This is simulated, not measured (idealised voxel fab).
voxel self aligned vias: a process module
Square cell edge 5 nm, section width 225 nm, ID cut.
When this document writes out a cross-section, it uses a grid of square cells and lists it as bands, beginning at the top and moving down, with a band standing for one or more rows of cells. Each band's line starts with the height of the band's top and of its bottom, in nm. Then come its materials from left to right, each with its width in nm. One material with "throughout" fills the band from edge to edge. "air" is empty space. Heights from 0 (as-received wafer is one material below). Bottom band endless downward, as "z 0 and below". So if you see something like "30 to 40" for the width, read it as the top row of the band sitting at the first number and the bottom row at the second, with every row in between moving by the same amount as the last. Where a step carries "no change occurred", the cross-section came out of it unchanged, cell for cell. Empty spaces counting at least 8 cells and having no open way to the top are listed in "Closed internal cavities". The notation width x height at distance is used for each, the distance being from the left edge and all three values in nm. If you see something after the settings on a step's line, that's the simulator's own remark about that step. What "overlay nm" on a step's line means: if the step has a mask, that mask lay this far to the right of its planned place, or, when the value is negative, to the left.
plan
1 RECEIVE (material Si)
2 CONFORMAL_DEP (material SiO2; thk nm 10)
3 CONFORMAL_DEP (material SiCN; thk nm 5)
4 DIRECTIONAL_DEP (material SiO2; thk nm 20)
5 PATTERN (tone open; mask id LINES; material resist; width nm 30; pitch nm 65; thk nm 15; overlay nm 0)
6 DIRECTIONAL_ETCH (etch materials SiO2; depth nm 20)
7 STRIP (etch materials resist)
8 CONFORMAL_DEP (material TiN; thk nm 5)
9 FILL_DEP (material Ru; thk nm 10)
10 CMP (height nm 35)
11 SELECTIVE_ETCH (etch materials W Ru TiN; depth nm 5)
12 FILL_DEP (material SiN; thk nm 5)
13 CMP (height nm 35)
14 DIRECTIONAL_DEP (material SiO2; thk nm 15)
15 PATTERN (tone open; mask id VIAS; material resist; width nm 40; pitch nm 65; thk nm 15; overlay nm 0)
16 DIRECTIONAL_ETCH (etch materials SiO2; depth nm 15)
17 DIRECTIONAL_ETCH (etch materials SiN; depth nm 5)
18 STRIP (etch materials resist)
19 CONFORMAL_DEP (material TiN; thk nm 5)
20 FILL_DEP (material Cu; thk nm 5)
21 CMP (height nm 50)
22 CONFORMAL_DEP (material SiCN; thk nm 5)
Incoming wafer, cross-sectional view, post step 1
    z 0 and below  Si throughout
    Closed internal cavities: none
Cross-section, end of module. Start: as above. Plan: as above. Execution: one mistake
    z 55 to 50  SiCN throughout
    z 50 to 35  SiO2: 25  TiN: 5  Cu: 30  TiN: 5  SiO2: 25  TiN: 5  Cu: 30  TiN: 5  SiO2: 25  TiN: 5  Cu: 30  TiN: 5  SiO2: 30
    z 35 to 30  SiO2: 25  TiN: 40  SiO2: 25  TiN: 40  SiO2: 25  TiN: 40  SiO2: 30
    z 30 to 20  SiO2: 25  TiN: 10  Ru: 20  TiN: 10  SiO2: 25  TiN: 10  Ru: 20  TiN: 10  SiO2: 25  TiN: 10  Ru: 20  TiN: 10  SiO2: 30
    z 20 to 15  SiO2: 30  TiN: 30  SiO2: 35  TiN: 30  SiO2: 35  TiN: 30  SiO2: 35
    z 15 to 10  SiCN throughout
    z 10 to 0  SiO2 throughout
    z 0 and below  Si throughout
    Closed internal cavities: none
The mistake made against the process plan was this: heads up, step 16 of the plan got done twice
